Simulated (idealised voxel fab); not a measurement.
process module | voxel gate over fins
cross-section cut | 265 nm wide | cells 5 nm
A cross-section is a grid of square cells, given in bands from the top down. A band is one or more rows of cells.
Each band's line starts with the height of the band's top and of its bottom, in nm. Then come its materials from left to right, each with its width in nm. One material with "throughout" fills the band from edge to edge. "air" is empty space.
Height 0 is the level under which the wafer as received is all one material. The lowest band goes on downwards, as in "0 down".
A width such as "30 to 40" changes by the same amount from each row of cells to the next, from the band's top row to its bottom row.
"no change" after a step means that no cell of the cross-section changed.
closed voids: empty space of 8 cells or more with no open way to the top, each as width x height at its distance from the left edge, in nm
after a step's settings: what the simulator itself notes on the step
overlay nm, on a step with a mask: how far to the right of its planned place the mask lay; to the left if negative
plan
1 op RECEIVE | material Si
2 op CONFORMAL_DEP | material SiN | thk nm 10
3 op DIRECTIONAL_DEP | material aC | thk nm 10
4 op PATTERN | tone cover | mask id FINS | material resist | width nm 15 | pitch nm 50 | thk nm 30 | overlay nm 0
5 op DIRECTIONAL_ETCH | etch materials aC | depth nm 10
6 op STRIP | etch materials resist
7 op DIRECTIONAL_ETCH | etch materials SiN | depth nm 10
8 op DIRECTIONAL_ETCH | etch materials Si | depth nm 30
9 op STRIP | etch materials aC
10 op FILL_DEP | material SiO2 | thk nm 10
11 op CMP | height nm 10
12 op PATTERN | tone open | mask id RAIL | material resist | width nm 15 | thk nm 20 | overlay nm 0
13 op DIRECTIONAL_ETCH | etch materials SiO2 | depth nm 35
14 op STRIP | etch materials resist
15 op CONFORMAL_DEP | material TiN | thk nm 5
16 op FILL_DEP | material W | thk nm 10
17 op CMP | height nm 10
18 op SELECTIVE_ETCH | etch materials W Ru TiN | depth nm 25
19 op FILL_DEP | material SiO2 | thk nm 5
20 op CMP | height nm 10
21 op SELECTIVE_ETCH | etch materials SiO2 | depth nm 20
22 op STRIP | etch materials SiN
23 op CONFORMAL_DEP | material HfO2 | thk nm 5
24 op CONFORMAL_DEP | material TiN | thk nm 5
25 op FILL_DEP | material W | thk nm 15
26 op CMP | height nm 20
27 op CONFORMAL_DEP | material SiCN | thk nm 5
varied across the wafers: width nm of step 4. The plan shows the first wafer's value. All wafers start alike
first wafer as received, after step 1
  0 down: Si throughout
  closed voids: none
each wafer at the end: cells of each material gained (+) or lost (-) since it was received, then its closed voids
width nm 15 | +61 HfO2 | -282 Si | +53 SiCN | +182 SiO2 | +66 TiN | +185 W | closed voids: none
width nm 20 | +61 HfO2 | -270 Si | +53 SiCN | +174 SiO2 | +66 TiN | +181 W | closed voids: none
width nm 25 | +61 HfO2 | -258 Si | +53 SiCN | +166 SiO2 | +66 TiN | +177 W | closed voids: none
width nm 30 | +61 HfO2 | -246 Si | +53 SiCN | +158 SiO2 | +66 TiN | +173 W | closed voids: none
